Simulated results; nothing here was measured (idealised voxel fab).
process module | voxel transistor to metal
Square cell edge 5 nm, section width 160 nm, ID cut.
If you're reading a cross-section in this doc, picture square cells in a grid; it comes to you as bands, top ones listed first down to the bottom, and a band can be one or more rows of cells.
Band: top height; bottom height; in nm. Then, left to right: material with width in nm, for each material. "edge to edge": a single material spanning edge to edge. "blank": empty space.
Note: height 0 marks the level under which the wafer is uniformly one material as received. Lowest band unbounded below, written "0 nm and below".
Quick explanation for "30 to 40": the width changes in equal steps down the rows of cells, from the first number in the band's top row to the second number in its bottom row.
No cell of the cross-section changed in a step that is given as "nothing different".
Entry "Unvented voids" = empty spaces >= 8 cells with no open way to the top; each as width x height at distance, distance from left edge, all nm.
Whatever follows a step's settings on its line is a remark the simulator itself makes about that step.
overlay nm: how far to the right of its planned place the mask lay on this masked step (negative: to the left).

The steps planned for the process are as follows
1) RECEIVE,material Si
2) OXIDIZE,depth nm 5
3) CONFORMAL_DEP,material SiN,thk nm 10
4) MASKED_ETCH,tone cover,mask id ACTIVE,width nm 100,etch materials SiN,depth nm 10,overlay nm 0
5) MASKED_ETCH,tone cover,mask id ACTIVE,width nm 100,etch materials SiO2,depth nm 5,overlay nm 0
6) MASKED_ETCH,tone cover,mask id ACTIVE,width nm 100,etch materials Si,depth nm 25,overlay nm 0
7) OXIDIZE,depth nm 5
8) FILL_DEP,material SiO2,thk nm 15
9) CMP,height nm 10
10) SELECTIVE_ETCH,etch materials SiO2,depth nm 5
11) STRIP,etch materials SiN
12) SELECTIVE_ETCH,etch materials SiO2,depth nm 5
13) OXIDIZE,depth nm 5
14) DIRECTIONAL_DEP,material polySi,thk nm 30
15) DIRECTIONAL_DEP,material SiCN,thk nm 10
16) MASKED_ETCH,tone cover,mask id GATE,width nm 20,etch materials SiCN,depth nm 20,overlay nm 0
17) MASKED_ETCH,tone cover,mask id GATE,width nm 20,etch materials polySi,depth nm 40,overlay nm 0
18) CONFORMAL_DEP,material SiN,thk nm 5
19) DIRECTIONAL_ETCH,etch materials SiN,depth nm 5
20) DIRECTIONAL_ETCH,etch materials SiO2,depth nm 5
21) EPI,material pSi,thk nm 5
22) FILL_DEP,material SiO2,thk nm 10
23) CMP,height nm 35
24) DIRECTIONAL_DEP,material SiO2,thk nm 15
25) MASKED_ETCH,tone open,mask id CONTACT,width nm 15,pitch nm 75,etch materials SiO2,depth nm 55,overlay nm 0
26) CONFORMAL_DEP,material TiN,thk nm 5
27) FILL_DEP,material Ru,thk nm 5
28) CMP,height nm 50
29) CONFORMAL_DEP,material SiCN,thk nm 5
30) DIRECTIONAL_DEP,material SiO2,thk nm 25
31) PATTERN,tone open,mask id METAL_1,material resist,width nm 15,pitch nm 75,thk nm 15,overlay nm 0
32) DIRECTIONAL_ETCH,etch materials SiO2,depth nm 25
33) DIRECTIONAL_ETCH,etch materials SiCN,depth nm 5
34) STRIP,etch materials resist
35) CONFORMAL_DEP,material TiN,thk nm 5
36) FILL_DEP,material Ru,thk nm 5
37) CMP,height nm 80
38) EPI,material Ru,thk nm 5
39) FILL_DEP,material SiCN,thk nm 5

Concerning the first of two wafers, which was run in accordance with the plan

Step 1 complete: cross-section of the wafer as received
- 0 nm and below: Si edge to edge
- Unvented voids: none

Wafer after step 2 (cross-section)
- 0 nm to -5 nm: SiO2 edge to edge
- Everything below -5 is unchanged.

Wafer after step 3 (cross-section)
- 10 nm to 0 nm: SiN edge to edge
- Everything below 0 is unchanged.

Wafer after step 4 (cross-section)
- 10 nm to 0 nm: 30 of blank; 100 of SiN; 30 of blank
- Everything below 0 is unchanged.

Wafer after step 5 (cross-section)
- 10 nm to 0 nm: 30 of blank; 100 of SiN; 30 of blank
- 0 nm to -5 nm: 30 of blank; 100 of SiO2; 30 of blank
- Everything below -5 is unchanged.

Wafer after step 6 (cross-section)
- 10 nm to 0 nm: 30 of blank; 100 of SiN; 30 of blank
- 0 nm to -5 nm: 30 of blank; 100 of SiO2; 30 of blank
- -5 nm to -30 nm: 30 of blank; 100 of Si; 30 of blank
- Everything below -30 is unchanged.

Wafer after step 7 (cross-section)
- 10 nm to 0 nm: 30 of blank; 100 of SiN; 30 of blank
- 0 nm to -5 nm: 30 of blank; 100 of SiO2; 30 of blank
- -5 nm to -30 nm: 30 of blank; 5 of SiO2; 90 of Si; 5 of SiO2; 30 of blank
- -30 nm to -35 nm: 35 of SiO2; 90 of Si; 35 of SiO2
- Everything below -35 is unchanged.

Wafer after step 8 (cross-section)
- 25 nm to 10 nm: SiO2 edge to edge
- 10 nm to 0 nm: 30 of SiO2; 100 of SiN; 30 of SiO2
- 0 nm to -5 nm: SiO2 edge to edge
- -5 nm to -35 nm: 35 of SiO2; 90 of Si; 35 of SiO2
- Everything below -35 is unchanged.

Wafer after step 9 (cross-section)
- 10 nm to 0 nm: 30 of SiO2; 100 of SiN; 30 of SiO2
- Everything below 0 is unchanged.

Wafer after step 10 (cross-section)
- 10 nm to 5 nm: 30 of blank; 100 of SiN; 30 of blank
- Everything below 5 is unchanged.

Wafer after step 11 (cross-section)
- 5 nm to 0 nm: 30 of SiO2; 100 of blank; 30 of SiO2
- Everything below 0 is unchanged.

Wafer after step 12 (cross-section)
- 0 nm to -5 nm: 25 of SiO2; 110 of blank; 25 of SiO2
- Everything below -5 is unchanged.

Wafer after step 13 (cross-section)
- 0 nm to -5 nm: 25 of SiO2; 110 of blank; 25 of SiO2
- -5 nm to -10 nm: SiO2 edge to edge
- Everything below -10 is unchanged.

Wafer after step 14 (cross-section)
- 30 nm to 25 nm: 25 of polySi; 110 of blank; 25 of polySi
- 25 nm to 0 nm: polySi edge to edge
- 0 nm to -5 nm: 25 of SiO2; 110 of polySi; 25 of SiO2
- Everything below -5 is unchanged.

Wafer after step 15 (cross-section)
- 40 nm to 35 nm: 25 of SiCN; 110 of blank; 25 of SiCN
- 35 nm to 30 nm: SiCN edge to edge
- 30 nm to 25 nm: 25 of polySi; 110 of SiCN; 25 of polySi
- Everything below 25 is unchanged.

Wafer after step 16 (cross-section)
- 35 nm to 30 nm: 70 of blank; 20 of SiCN; 70 of blank
- 30 nm to 25 nm: 25 of polySi; 45 of blank; 20 of SiCN; 45 of blank; 25 of polySi
- Everything below 25 is unchanged.

Wafer after step 17 (cross-section)
- 35 nm to 25 nm: 70 of blank; 20 of SiCN; 70 of blank
- 25 nm to 0 nm: 70 of blank; 20 of polySi; 70 of blank
- 0 nm to -5 nm: 25 of SiO2; 45 of blank; 20 of polySi; 45 of blank; 25 of SiO2
- Everything below -5 is unchanged.

Wafer after step 18 (cross-section)
- 40 nm to 35 nm: 65 of blank; 30 of SiN; 65 of blank
- 35 nm to 25 nm: 65 of blank; 5 of SiN; 20 of SiCN; 5 of SiN; 65 of blank
- 25 nm to 5 nm: 65 of blank; 5 of SiN; 20 of polySi; 5 of SiN; 65 of blank
- 5 nm to 0 nm: 30 of SiN; 35 of blank; 5 of SiN; 20 of polySi; 5 of SiN; 35 of blank; 30 of SiN
- 0 nm to -5 nm: 25 of SiO2; 45 of SiN; 20 of polySi; 45 of SiN; 25 of SiO2
- Everything below -5 is unchanged.

Wafer after step 19 (cross-section)
- 35 nm to 25 nm: 65 of blank; 5 of SiN; 20 of SiCN; 5 of SiN; 65 of blank
- 25 nm to 0 nm: 65 of blank; 5 of SiN; 20 of polySi; 5 of SiN; 65 of blank
- 0 nm to -5 nm: 25 of SiO2; 5 of SiN; 35 of blank; 5 of SiN; 20 of polySi; 5 of SiN; 35 of blank; 5 of SiN; 25 of SiO2
- Everything below -5 is unchanged.

Wafer after step 20 (cross-section)
- 35 nm to 25 nm: 65 of blank; 5 of SiN; 20 of SiCN; 5 of SiN; 65 of blank
- 25 nm to 0 nm: 65 of blank; 5 of SiN; 20 of polySi; 5 of SiN; 65 of blank
- 0 nm to -5 nm: 25 of blank; 5 of SiN; 35 of blank; 5 of SiN; 20 of polySi; 5 of SiN; 35 of blank; 5 of SiN; 25 of blank
- -5 nm to -10 nm: 30 of SiO2; 35 of blank; 30 of SiO2; 35 of blank; 30 of SiO2
- Everything below -10 is unchanged.

Wafer after step 21 (cross-section)
- 35 nm to 25 nm: 65 of blank; 5 of SiN; 20 of SiCN; 5 of SiN; 65 of blank
- 25 nm to 0 nm: 65 of blank; 5 of SiN; 20 of polySi; 5 of SiN; 65 of blank
- 0 nm to -5 nm: 25 of blank; 5 of SiN; 35 of blank; 5 of SiN; 20 of polySi; 5 of SiN; 35 of blank; 5 of SiN; 25 of blank
- -5 nm to -10 nm: 30 of SiO2; 35 of pSi; 30 of SiO2; 35 of pSi; 30 of SiO2
- Everything below -10 is unchanged.

Wafer after step 22 (cross-section)
- 45 nm to 35 nm: SiO2 edge to edge
- 35 nm to 25 nm: 65 of SiO2; 5 of SiN; 20 of SiCN; 5 of SiN; 65 of SiO2
- 25 nm to 0 nm: 65 of SiO2; 5 of SiN; 20 of polySi; 5 of SiN; 65 of SiO2
- 0 nm to -5 nm: 25 of SiO2; 5 of SiN; 35 of SiO2; 5 of SiN; 20 of polySi; 5 of SiN; 35 of SiO2; 5 of SiN; 25 of SiO2
- Everything below -5 is unchanged.

Wafer after step 23 (cross-section)
- 35 nm to 25 nm: 65 of SiO2; 5 of SiN; 20 of SiCN; 5 of SiN; 65 of SiO2
- Everything below 25 is unchanged.

Wafer after step 24 (cross-section)
- 50 nm to 35 nm: SiO2 edge to edge
- Everything below 35 is unchanged.

Wafer after step 25 (cross-section)
- 50 nm to 35 nm: 35 of SiO2; 15 of blank; 60 of SiO2; 15 of blank; 35 of SiO2
- 35 nm to 25 nm: 35 of SiO2; 15 of blank; 15 of SiO2; 5 of SiN; 20 of SiCN; 5 of SiN; 15 of SiO2; 15 of blank; 35 of SiO2
- 25 nm to 0 nm: 35 of SiO2; 15 of blank; 15 of SiO2; 5 of SiN; 20 of polySi; 5 of SiN; 15 of SiO2; 15 of blank; 35 of SiO2
- 0 nm to -5 nm: 25 of SiO2; 5 of SiN; 5 of SiO2; 15 of blank; 15 of SiO2; 5 of SiN; 20 of polySi; 5 of SiN; 15 of SiO2; 15 of blank; 5 of SiO2; 5 of SiN; 25 of SiO2
- Everything below -5 is unchanged.

Wafer after step 26 (cross-section)
- 55 nm to 50 nm: 40 of TiN; 5 of blank; 70 of TiN; 5 of blank; 40 of TiN
- 50 nm to 35 nm: 35 of SiO2; 5 of TiN; 5 of blank; 5 of TiN; 60 of SiO2; 5 of TiN; 5 of blank; 5 of TiN; 35 of SiO2
- 35 nm to 25 nm: 35 of SiO2; 5 of TiN; 5 of blank; 5 of TiN; 15 of SiO2; 5 of SiN; 20 of SiCN; 5 of SiN; 15 of SiO2; 5 of TiN; 5 of blank; 5 of TiN; 35 of SiO2
- 25 nm to 0 nm: 35 of SiO2; 5 of TiN; 5 of blank; 5 of TiN; 15 of SiO2; 5 of SiN; 20 of polySi; 5 of SiN; 15 of SiO2; 5 of TiN; 5 of blank; 5 of TiN; 35 of SiO2
- 0 nm to -5 nm: 25 of SiO2; 5 of SiN; 5 of SiO2; 15 of TiN; 15 of SiO2; 5 of SiN; 20 of polySi; 5 of SiN; 15 of SiO2; 15 of TiN; 5 of SiO2; 5 of SiN; 25 of SiO2
- Everything below -5 is unchanged.

Wafer after step 27 (cross-section)
- 60 nm to 55 nm: Ru edge to edge
- 55 nm to 50 nm: 40 of TiN; 5 of Ru; 70 of TiN; 5 of Ru; 40 of TiN
- 50 nm to 35 nm: 35 of SiO2; 5 of TiN; 5 of Ru; 5 of TiN; 60 of SiO2; 5 of TiN; 5 of Ru; 5 of TiN; 35 of SiO2
- 35 nm to 25 nm: 35 of SiO2; 5 of TiN; 5 of Ru; 5 of TiN; 15 of SiO2; 5 of SiN; 20 of SiCN; 5 of SiN; 15 of SiO2; 5 of TiN; 5 of Ru; 5 of TiN; 35 of SiO2
- 25 nm to 0 nm: 35 of SiO2; 5 of TiN; 5 of Ru; 5 of TiN; 15 of SiO2; 5 of SiN; 20 of polySi; 5 of SiN; 15 of SiO2; 5 of TiN; 5 of Ru; 5 of TiN; 35 of SiO2
- Everything below 0 is unchanged.

Wafer after step 28 (cross-section)
- 50 nm to 35 nm: 35 of SiO2; 5 of TiN; 5 of Ru; 5 of TiN; 60 of SiO2; 5 of TiN; 5 of Ru; 5 of TiN; 35 of SiO2
- Everything below 35 is unchanged.

Wafer after step 29 (cross-section)
- 55 nm to 50 nm: SiCN edge to edge
- Everything below 50 is unchanged.

Wafer after step 30 (cross-section)
- 80 nm to 55 nm: SiO2 edge to edge
- Everything below 55 is unchanged.

Wafer after step 31 (cross-section)
- 95 nm to 80 nm: 35 of resist; 15 of blank; 60 of resist; 15 of blank; 35 of resist
- Everything below 80 is unchanged.

Wafer after step 32 (cross-section)
- 95 nm to 80 nm: 35 of resist; 15 of blank; 60 of resist; 15 of blank; 35 of resist
- 80 nm to 55 nm: 35 of SiO2; 15 of blank; 60 of SiO2; 15 of blank; 35 of SiO2
- Everything below 55 is unchanged.

Wafer after step 33 (cross-section)
- 95 nm to 80 nm: 35 of resist; 15 of blank; 60 of resist; 15 of blank; 35 of resist
- 80 nm to 55 nm: 35 of SiO2; 15 of blank; 60 of SiO2; 15 of blank; 35 of SiO2
- 55 nm to 50 nm: 35 of SiCN; 15 of blank; 60 of SiCN; 15 of blank; 35 of SiCN
- Everything below 50 is unchanged.

Wafer after step 34 (cross-section)
- 80 nm to 55 nm: 35 of SiO2; 15 of blank; 60 of SiO2; 15 of blank; 35 of SiO2
- Everything below 55 is unchanged.

Wafer after step 35 (cross-section)
- 85 nm to 80 nm: 40 of TiN; 5 of blank; 70 of TiN; 5 of blank; 40 of TiN
- 80 nm to 55 nm: 35 of SiO2; 5 of TiN; 5 of blank; 5 of TiN; 60 of SiO2; 5 of TiN; 5 of blank; 5 of TiN; 35 of SiO2
- 55 nm to 50 nm: 35 of SiCN; 15 of TiN; 60 of SiCN; 15 of TiN; 35 of SiCN
- Everything below 50 is unchanged.

Wafer after step 36 (cross-section)
- 90 nm to 85 nm: Ru edge to edge
- 85 nm to 80 nm: 40 of TiN; 5 of Ru; 70 of TiN; 5 of Ru; 40 of TiN
- 80 nm to 55 nm: 35 of SiO2; 5 of TiN; 5 of Ru; 5 of TiN; 60 of SiO2; 5 of TiN; 5 of Ru; 5 of TiN; 35 of SiO2
- Everything below 55 is unchanged.

Wafer after step 37 (cross-section)
- 80 nm to 55 nm: 35 of SiO2; 5 of TiN; 5 of Ru; 5 of TiN; 60 of SiO2; 5 of TiN; 5 of Ru; 5 of TiN; 35 of SiO2
- Everything below 55 is unchanged.

Wafer after step 38 (cross-section)
- 85 nm to 80 nm: 30 of blank; 25 of Ru; 50 of blank; 25 of Ru; 30 of blank
- Everything below 80 is unchanged.

Wafer after step 39 (cross-section)
- 90 nm to 85 nm: SiCN edge to edge
- 85 nm to 80 nm: 30 of SiCN; 25 of Ru; 50 of SiCN; 25 of Ru; 30 of SiCN
- Everything below 80 is unchanged.

It is to be noted that the second wafer proceeded from the same initial state and according to the same plan as the first, although one mistake was committed in its execution; through step 13, inclusive, the two wafers share an identical history

Cross-section of the second wafer at the time by which step 14 should have been completed according to the plan
- 40 nm to 35 nm: 25 of polySi; 110 of blank; 25 of polySi
- 35 nm to 0 nm: polySi edge to edge
- 0 nm to -5 nm: 25 of SiO2; 110 of polySi; 25 of SiO2
- Everything below -5 is unchanged.

Cross-section of the second wafer at the time by which step 15 should have been completed according to the plan
- 50 nm to 45 nm: 25 of SiCN; 110 of blank; 25 of SiCN
- 45 nm to 40 nm: SiCN edge to edge
- 40 nm to 35 nm: 25 of polySi; 110 of SiCN; 25 of polySi
- Everything below 35 is unchanged.

Cross-section of the second wafer at the time by which step 16 should have been completed according to the plan
- 45 nm to 40 nm: 70 of blank; 20 of SiCN; 70 of blank
- 40 nm to 35 nm: 25 of polySi; 45 of blank; 20 of SiCN; 45 of blank; 25 of polySi
- Everything below 35 is unchanged.

Cross-section of the second wafer at the time by which step 17 should have been completed according to the plan
- 45 nm to 35 nm: 70 of blank; 20 of SiCN; 70 of blank
- 35 nm to 0 nm: 70 of blank; 20 of polySi; 70 of blank
- 0 nm to -5 nm: 25 of SiO2; 45 of blank; 20 of polySi; 45 of blank; 25 of SiO2
- Everything below -5 is unchanged.

Cross-section of the second wafer at the time by which step 18 should have been completed according to the plan
- 50 nm to 45 nm: 65 of blank; 30 of SiN; 65 of blank
- 45 nm to 35 nm: 65 of blank; 5 of SiN; 20 of SiCN; 5 of SiN; 65 of blank
- 35 nm to 5 nm: 65 of blank; 5 of SiN; 20 of polySi; 5 of SiN; 65 of blank
- 5 nm to 0 nm: 30 of SiN; 35 of blank; 5 of SiN; 20 of polySi; 5 of SiN; 35 of blank; 30 of SiN
- 0 nm to -5 nm: 25 of SiO2; 45 of SiN; 20 of polySi; 45 of SiN; 25 of SiO2
- Everything below -5 is unchanged.

Cross-section of the second wafer at the time by which step 19 should have been completed according to the plan
- 45 nm to 35 nm: 65 of blank; 5 of SiN; 20 of SiCN; 5 of SiN; 65 of blank
- 35 nm to 0 nm: 65 of blank; 5 of SiN; 20 of polySi; 5 of SiN; 65 of blank
- 0 nm to -5 nm: 25 of SiO2; 5 of SiN; 35 of blank; 5 of SiN; 20 of polySi; 5 of SiN; 35 of blank; 5 of SiN; 25 of SiO2
- Everything below -5 is unchanged.

Cross-section of the second wafer at the time by which step 20 should have been completed according to the plan
- 45 nm to 35 nm: 65 of blank; 5 of SiN; 20 of SiCN; 5 of SiN; 65 of blank
- 35 nm to 0 nm: 65 of blank; 5 of SiN; 20 of polySi; 5 of SiN; 65 of blank
- 0 nm to -5 nm: 25 of blank; 5 of SiN; 35 of blank; 5 of SiN; 20 of polySi; 5 of SiN; 35 of blank; 5 of SiN; 25 of blank
- -5 nm to -10 nm: 30 of SiO2; 35 of blank; 30 of SiO2; 35 of blank; 30 of SiO2
- Everything below -10 is unchanged.

Cross-section of the second wafer at the time by which step 21 should have been completed according to the plan
- 45 nm to 35 nm: 65 of blank; 5 of SiN; 20 of SiCN; 5 of SiN; 65 of blank
- 35 nm to 0 nm: 65 of blank; 5 of SiN; 20 of polySi; 5 of SiN; 65 of blank
- 0 nm to -5 nm: 25 of blank; 5 of SiN; 35 of blank; 5 of SiN; 20 of polySi; 5 of SiN; 35 of blank; 5 of SiN; 25 of blank
- -5 nm to -10 nm: 30 of SiO2; 35 of pSi; 30 of SiO2; 35 of pSi; 30 of SiO2
- Everything below -10 is unchanged.

Cross-section of the second wafer at the time by which step 22 should have been completed according to the plan
- 55 nm to 45 nm: SiO2 edge to edge
- 45 nm to 35 nm: 65 of SiO2; 5 of SiN; 20 of SiCN; 5 of SiN; 65 of SiO2
- 35 nm to 0 nm: 65 of SiO2; 5 of SiN; 20 of polySi; 5 of SiN; 65 of SiO2
- 0 nm to -5 nm: 25 of SiO2; 5 of SiN; 35 of SiO2; 5 of SiN; 20 of polySi; 5 of SiN; 35 of SiO2; 5 of SiN; 25 of SiO2
- Everything below -5 is unchanged.

Cross-section of the second wafer at the time by which step 23 should have been completed according to the plan
- 35 nm to 0 nm: 65 of SiO2; 5 of SiN; 20 of polySi; 5 of SiN; 65 of SiO2
- Everything below 0 is unchanged.

Cross-section of the second wafer at the time by which step 24 should have been completed according to the plan
- 50 nm to 35 nm: SiO2 edge to edge
- Everything below 35 is unchanged.

Cross-section of the second wafer at the time by which step 25 should have been completed according to the plan
- 50 nm to 35 nm: 35 of SiO2; 15 of blank; 60 of SiO2; 15 of blank; 35 of SiO2
- 35 nm to 0 nm: 35 of SiO2; 15 of blank; 15 of SiO2; 5 of SiN; 20 of polySi; 5 of SiN; 15 of SiO2; 15 of blank; 35 of SiO2
- 0 nm to -5 nm: 25 of SiO2; 5 of SiN; 5 of SiO2; 15 of blank; 15 of SiO2; 5 of SiN; 20 of polySi; 5 of SiN; 15 of SiO2; 15 of blank; 5 of SiO2; 5 of SiN; 25 of SiO2
- Everything below -5 is unchanged.

Cross-section of the second wafer at the time by which step 26 should have been completed according to the plan
- 55 nm to 50 nm: 40 of TiN; 5 of blank; 70 of TiN; 5 of blank; 40 of TiN
- 50 nm to 35 nm: 35 of SiO2; 5 of TiN; 5 of blank; 5 of TiN; 60 of SiO2; 5 of TiN; 5 of blank; 5 of TiN; 35 of SiO2
- 35 nm to 0 nm: 35 of SiO2; 5 of TiN; 5 of blank; 5 of TiN; 15 of SiO2; 5 of SiN; 20 of polySi; 5 of SiN; 15 of SiO2; 5 of TiN; 5 of blank; 5 of TiN; 35 of SiO2
- 0 nm to -5 nm: 25 of SiO2; 5 of SiN; 5 of SiO2; 15 of TiN; 15 of SiO2; 5 of SiN; 20 of polySi; 5 of SiN; 15 of SiO2; 15 of TiN; 5 of SiO2; 5 of SiN; 25 of SiO2
- Everything below -5 is unchanged.

Cross-section of the second wafer at the time by which step 27 should have been completed according to the plan
- 60 nm to 55 nm: Ru edge to edge
- 55 nm to 50 nm: 40 of TiN; 5 of Ru; 70 of TiN; 5 of Ru; 40 of TiN
- 50 nm to 35 nm: 35 of SiO2; 5 of TiN; 5 of Ru; 5 of TiN; 60 of SiO2; 5 of TiN; 5 of Ru; 5 of TiN; 35 of SiO2
- 35 nm to 0 nm: 35 of SiO2; 5 of TiN; 5 of Ru; 5 of TiN; 15 of SiO2; 5 of SiN; 20 of polySi; 5 of SiN; 15 of SiO2; 5 of TiN; 5 of Ru; 5 of TiN; 35 of SiO2
- Everything below 0 is unchanged.

Cross-section of the second wafer at the time by which step 28 should have been completed according to the plan
- 50 nm to 35 nm: 35 of SiO2; 5 of TiN; 5 of Ru; 5 of TiN; 60 of SiO2; 5 of TiN; 5 of Ru; 5 of TiN; 35 of SiO2
- Everything below 35 is unchanged.

Cross-section of the second wafer at the time by which step 29 should have been completed according to the plan
- 55 nm to 50 nm: SiCN edge to edge
- Everything below 50 is unchanged.

Cross-section of the second wafer at the time by which step 30 should have been completed according to the plan
- 80 nm to 55 nm: SiO2 edge to edge
- Everything below 55 is unchanged.

Cross-section of the second wafer at the time by which step 31 should have been completed according to the plan
- 95 nm to 80 nm: 35 of resist; 15 of blank; 60 of resist; 15 of blank; 35 of resist
- Everything below 80 is unchanged.

Cross-section of the second wafer at the time by which step 32 should have been completed according to the plan
- 95 nm to 80 nm: 35 of resist; 15 of blank; 60 of resist; 15 of blank; 35 of resist
- 80 nm to 55 nm: 35 of SiO2; 15 of blank; 60 of SiO2; 15 of blank; 35 of SiO2
- Everything below 55 is unchanged.

Cross-section of the second wafer at the time by which step 33 should have been completed according to the plan
- 95 nm to 80 nm: 35 of resist; 15 of blank; 60 of resist; 15 of blank; 35 of resist
- 80 nm to 55 nm: 35 of SiO2; 15 of blank; 60 of SiO2; 15 of blank; 35 of SiO2
- 55 nm to 50 nm: 35 of SiCN; 15 of blank; 60 of SiCN; 15 of blank; 35 of SiCN
- Everything below 50 is unchanged.

Cross-section of the second wafer at the time by which step 34 should have been completed according to the plan
- 80 nm to 55 nm: 35 of SiO2; 15 of blank; 60 of SiO2; 15 of blank; 35 of SiO2
- Everything below 55 is unchanged.

Cross-section of the second wafer at the time by which step 35 should have been completed according to the plan
- 85 nm to 80 nm: 40 of TiN; 5 of blank; 70 of TiN; 5 of blank; 40 of TiN
- 80 nm to 55 nm: 35 of SiO2; 5 of TiN; 5 of blank; 5 of TiN; 60 of SiO2; 5 of TiN; 5 of blank; 5 of TiN; 35 of SiO2
- 55 nm to 50 nm: 35 of SiCN; 15 of TiN; 60 of SiCN; 15 of TiN; 35 of SiCN
- Everything below 50 is unchanged.

Cross-section of the second wafer at the time by which step 36 should have been completed according to the plan
- 90 nm to 85 nm: Ru edge to edge
- 85 nm to 80 nm: 40 of TiN; 5 of Ru; 70 of TiN; 5 of Ru; 40 of TiN
- 80 nm to 55 nm: 35 of SiO2; 5 of TiN; 5 of Ru; 5 of TiN; 60 of SiO2; 5 of TiN; 5 of Ru; 5 of TiN; 35 of SiO2
- Everything below 55 is unchanged.

Cross-section of the second wafer at the time by which step 37 should have been completed according to the plan
- 80 nm to 55 nm: 35 of SiO2; 5 of TiN; 5 of Ru; 5 of TiN; 60 of SiO2; 5 of TiN; 5 of Ru; 5 of TiN; 35 of SiO2
- Everything below 55 is unchanged.

Cross-section of the second wafer at the time by which step 38 should have been completed according to the plan
- 85 nm to 80 nm: 30 of blank; 25 of Ru; 50 of blank; 25 of Ru; 30 of blank
- Everything below 80 is unchanged.

Cross-section of the second wafer at the time by which step 39 should have been completed according to the plan
- 90 nm to 85 nm: SiCN edge to edge
- 85 nm to 80 nm: 30 of SiCN; 25 of Ru; 50 of SiCN; 25 of Ru; 30 of SiCN
- Everything below 80 is unchanged.
Against the plan, the run slipped here: step 14 deviated from plan and actually ran as DIRECTIONAL_DEP,material polySi,thk nm 40
Once processing is complete, comparing cell counts shows that the second wafer has more or fewer of certain materials than the first: SiCN: 8 fewer; polySi: 8 more
